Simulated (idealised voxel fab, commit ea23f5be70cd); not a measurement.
process module | voxel self aligned contacts
cross-section cut | 185 nm wide | cells 5 nm
A cross-section is a grid of square cells, given in bands from the top down. A band is one or more rows of cells.
Each band's line starts with the height of the band's top and of its bottom, in nm. Then come its materials from left to right, each with its width in nm. One material with "throughout" fills the band from edge to edge. "air" is empty space.
Height 0 is the level under which the wafer as received is all one material. The lowest band goes on downwards, as in "0 down".
A width such as "30 to 40" changes by the same amount from each row of cells to the next, from the band's top row to its bottom row.
"no change" after a step means that no cell of the cross-section changed.
closed voids: empty space of 8 cells or more with no open way to the top, each as width x height at its distance from the left edge, in nm
after a step's settings: what the simulator itself notes on the step
overlay nm, on a step with a mask: how far to the right of its planned place the mask lay; to the left if negative
plan
1 op RECEIVE | material Si
2 op CONFORMAL_DEP | material SiO2 | thk nm 5
3 op DIRECTIONAL_DEP | material polySi | thk nm 20
4 op DIRECTIONAL_DEP | material SiN | thk nm 20
5 op PATTERN | tone cover | mask id GATE | material resist | width nm 25 | pitch nm 60 | thk nm 15 | overlay nm 0
6 op DIRECTIONAL_ETCH | etch materials SiN | depth nm 20
7 op DIRECTIONAL_ETCH | etch materials polySi | depth nm 20
8 op STRIP | etch materials resist
9 op CONFORMAL_DEP | material SiN | thk nm 5
10 op DIRECTIONAL_ETCH | etch materials SiN | depth nm 5
11 op FILL_DEP | material SiO2 | thk nm 15
12 op CMP | height nm 50
13 op PATTERN | tone open | mask id CONTACT | material resist | width nm 45 | thk nm 15 | overlay nm 0
14 op DIRECTIONAL_ETCH | etch materials SiO2 | depth nm 50
15 op STRIP | etch materials resist
16 op CONFORMAL_DEP | material TiN | thk nm 5
17 op FILL_DEP | material Ru | thk nm 5
18 op CMP | height nm 50
19 op CONFORMAL_DEP | material SiN | thk nm 5
as received, after step 1
  0 down: Si throughout
  closed voids: none
a wafer at the end: this start, this plan, one mistake
  55 to 50: SiN throughout
  50 to 45: SiO2 70 | TiN 15 | Ru 15 | TiN 15 | SiO2 70
  45 to 30: SiO2 45 | SiN 5 | polySi 25 | SiN 5 | TiN 5 | Ru 15 | TiN 5 | SiN 5 | polySi 25 | SiN 5 | SiO2 45
  30 to 25: SiO2 45 | SiN 5 | polySi 25 | SiN 5 | TiN 25 | SiN 5 | polySi 25 | SiN 5 | SiO2 45
  25 to 5: SiN throughout
  5 to 0: SiO2 throughout
  0 down: Si throughout
  closed voids: none
what went wrong: steps 3 and 4 were swapped
